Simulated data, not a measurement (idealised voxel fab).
process module | voxel lift off
cross-section cut | 285 nm wide | cells 5 nm
A cross-section is a grid of square cells, given in bands from the top down. A band is one or more rows of cells.
Each band's line starts with the height of the band's top and of its bottom, in nm. Then come its materials from left to right, each with its width in nm. One material with "throughout" fills the band from edge to edge. "air" is empty space.
Height 0 is the level under which the wafer as received is all one material. The lowest band goes on downwards, as in "0 down".
A width such as "30 to 40" changes by the same amount from each row of cells to the next, from the band's top row to its bottom row.
"no change" after a step means that no cell of the cross-section changed.
closed voids: empty space of 8 cells or more with no open way to the top, each as width x height at its distance from the left edge, in nm
after a step's settings: what the simulator itself notes on the step
overlay nm, on a step with a mask: how far to the right of its planned place the mask lay; to the left if negative
Each pair below shows a cross-section before one step and the cross-section after it, down to the lowest band that changed. The line under each pair gives the step between them, with its settings. The pairs can come from different runs of this module on the same starting wafer, so a pair continues from the pair above only where its "before" says so.
before
  0 down: Si throughout
  closed voids: none
after
  15 to 0: SiO2 throughout
  below 0: unchanged
  closed voids: none
the step between: op CONFORMAL_DEP | material SiO2 | thk nm 15
before: the cross-section after the pair above
after
  35 to 15: resist 110 | air 25 | resist 15 | air 25 | resist 110
  below 15: unchanged
  closed voids: none
the step between: op PATTERN | tone open | mask id LINES | material resist | width nm 25 | pitch nm 40 | thk nm 20 | overlay nm 0
before: the cross-section after the pair above
after
  45 to 35: Ru 110 | air 25 | Ru 15 | air 25 | Ru 110
  35 to 25: resist 110 | air 25 | resist 15 | air 25 | resist 110
  25 to 15: resist 110 | Ru 25 | resist 15 | Ru 25 | resist 110
  below 15: unchanged
  closed voids: none
the step between: op DIRECTIONAL_DEP | material Ru | thk nm 10
before: the cross-section after the pair above
after
  25 to 15: air 110 | Ru 25 | air 15 | Ru 25 | air 110
  below 15: unchanged
  closed voids: none
the step between: op STRIP | etch materials resist
before: the cross-section after the pair above
after
  35 to 25: air 100 | SiN 85 | air 100
  25 to 15: SiN 110 | Ru 25 | SiN 15 | Ru 25 | SiN 110
  below 15: unchanged
  closed voids: none
the step between: op CONFORMAL_DEP | material SiN | thk nm 10
before
  15 to 0: SiO2 throughout
  0 down: Si throughout
  closed voids: none
after
  30 to 0: SiO2 throughout
  below 0: unchanged
  closed voids: none
the step between: op CONFORMAL_DEP | material SiO2 | thk nm 15
before: the cross-section after the pair above
after
  50 to 30: resist 110 | air 25 | resist 15 | air 25 | resist 110
  below 30: unchanged
  closed voids: none
the step between: op PATTERN | tone open | mask id LINES | material resist | width nm 25 | pitch nm 40 | thk nm 20 | overlay nm 0
before: the cross-section after the pair above
after
  60 to 50: Ru 110 | air 25 | Ru 15 | air 25 | Ru 110
  50 to 40: resist 110 | air 25 | resist 15 | air 25 | resist 110
  40 to 30: resist 110 | Ru 25 | resist 15 | Ru 25 | resist 110
  below 30: unchanged
  closed voids: none
the step between: op DIRECTIONAL_DEP | material Ru | thk nm 10
before: the cross-section after the pair above
after
  40 to 30: air 110 | Ru 25 | air 15 | Ru 25 | air 110
  below 30: unchanged
  closed voids: none
the step between: op STRIP | etch materials resist
before: the cross-section after the pair above
after
  50 to 40: air 100 | SiN 85 | air 100
  40 to 30: SiN 110 | Ru 25 | SiN 15 | Ru 25 | SiN 110
  below 30: unchanged
  closed voids: none
the step between: op CONFORMAL_DEP | material SiN | thk nm 10
before
  25 to 15: air 110 | Ru 25 | air 15 | Ru 25 | air 110
  15 to 0: SiO2 throughout
  0 down: Si throughout
  closed voids: none
after
  40 to 30: air 95 | SiN 95 | air 95
  30 to 25: SiN throughout
  25 to 15: SiN 110 | Ru 25 | SiN 15 | Ru 25 | SiN 110
  below 15: unchanged
  closed voids: none
the step between: op CONFORMAL_DEP | material SiN | thk nm 15
before
  15 to 0: SiO2 throughout
  0 down: Si throughout
  closed voids: none
after
  35 to 15: resist 115 | air 20 | resist 20 | air 20 | resist 110
  below 15: unchanged
  closed voids: none
the step between: op PATTERN | tone open | mask id LINES | material resist | width nm 20 | pitch nm 40 | thk nm 20 | overlay nm 0
before: the cross-section after the pair above
after
  45 to 35: Ru 115 | air 20 | Ru 20 | air 20 | Ru 110
  35 to 25: resist 115 | air 20 | resist 20 | air 20 | resist 110
  25 to 15: resist 115 | Ru 20 | resist 20 | Ru 20 | resist 110
  below 15: unchanged
  closed voids: none
the step between: op DIRECTIONAL_DEP | material Ru | thk nm 10
before: the cross-section after the pair above
after
  25 to 15: air 115 | Ru 20 | air 20 | Ru 20 | air 110
  below 15: unchanged
  closed voids: none
the step between: op STRIP | etch materials resist
before: the cross-section after the pair above
after
  35 to 25: air 105 | SiN 80 | air 100
  25 to 15: SiN 115 | Ru 20 | SiN 20 | Ru 20 | SiN 110
  below 15: unchanged
  closed voids: none
the step between: op CONFORMAL_DEP | material SiN | thk nm 10
before
  15 to 0: SiO2 throughout
  0 down: Si throughout
  closed voids: none
after
  35 to 15: resist 115 | air 25 | resist 15 | air 25 | resist 105
  below 15: unchanged
  closed voids: none
the step between: op PATTERN | tone open | mask id LINES | material resist | width nm 25 | pitch nm 40 | thk nm 20 | overlay nm 5
before: the cross-section after the pair above
after
  45 to 35: Ru 115 | air 25 | Ru 15 | air 25 | Ru 105
  35 to 25: resist 115 | air 25 | resist 15 | air 25 | resist 105
  25 to 15: resist 115 | Ru 25 | resist 15 | Ru 25 | resist 105
  below 15: unchanged
  closed voids: none
the step between: op DIRECTIONAL_DEP | material Ru | thk nm 10
before: the cross-section after the pair above
after
  25 to 15: air 115 | Ru 25 | air 15 | Ru 25 | air 105
  below 15: unchanged
  closed voids: none
the step between: op STRIP | etch materials resist
before: the cross-section after the pair above
after
  35 to 25: air 105 | SiN 85 | air 95
  25 to 15: SiN 115 | Ru 25 | SiN 15 | Ru 25 | SiN 105
  below 15: unchanged
  closed voids: none
the step between: op CONFORMAL_DEP | material SiN | thk nm 10
before
  35 to 15: resist 110 | air 25 | resist 15 | air 25 | resist 110
  15 to 0: SiO2 throughout
  0 down: Si throughout
  closed voids: none
after
  45 to 35: SiO2 110 | air 25 | SiO2 15 | air 25 | SiO2 110
  35 to 25: resist 110 | air 25 | resist 15 | air 25 | resist 110
  25 to 15: resist 110 | SiO2 25 | resist 15 | SiO2 25 | resist 110
  below 15: unchanged
  closed voids: none
the step between: op DIRECTIONAL_DEP | material SiO2 | thk nm 10
before: the cross-section after the pair above
after
  25 to 15: air 110 | SiO2 25 | air 15 | SiO2 25 | air 110
  below 15: unchanged
  closed voids: none
the step between: op STRIP | etch materials resist
before: the cross-section after the pair above
after
  35 to 25: air 100 | SiN 85 | air 100
  25 to 15: SiN 110 | SiO2 25 | SiN 15 | SiO2 25 | SiN 110
  below 15: unchanged
  closed voids: none
the step between: op CONFORMAL_DEP | material SiN | thk nm 10
before
  15 to 0: SiO2 throughout
  0 down: Si throughout
  closed voids: none
after
  35 to 15: air 110 | resist 25 | air 15 | resist 25 | air 110
  below 15: unchanged
  closed voids: none
the step between: op PATTERN | tone cover | mask id LINES | material resist | width nm 25 | pitch nm 40 | thk nm 20 | overlay nm 0
before: the cross-section after the pair above
after
  45 to 35: air 110 | Ru 25 | air 15 | Ru 25 | air 110
  35 to 25: air 110 | resist 25 | air 15 | resist 25 | air 110
  25 to 15: Ru 110 | resist 25 | Ru 15 | resist 25 | Ru 110
  below 15: unchanged
  closed voids: none
the step between: op DIRECTIONAL_DEP | material Ru | thk nm 10
before: the cross-section after the pair above
after
  25 to 15: Ru 110 | air 25 | Ru 15 | air 25 | Ru 110
  below 15: unchanged
  closed voids: none
the step between: op STRIP | etch materials resist
before: the cross-section after the pair above
after
  35 to 25: SiN 120 | air 5 | SiN 35 | air 5 | SiN 120
  25 to 15: Ru 110 | SiN 25 | Ru 15 | SiN 25 | Ru 110
  below 15: unchanged
  closed voids: none
the step between: op CONFORMAL_DEP | material SiN | thk nm 10
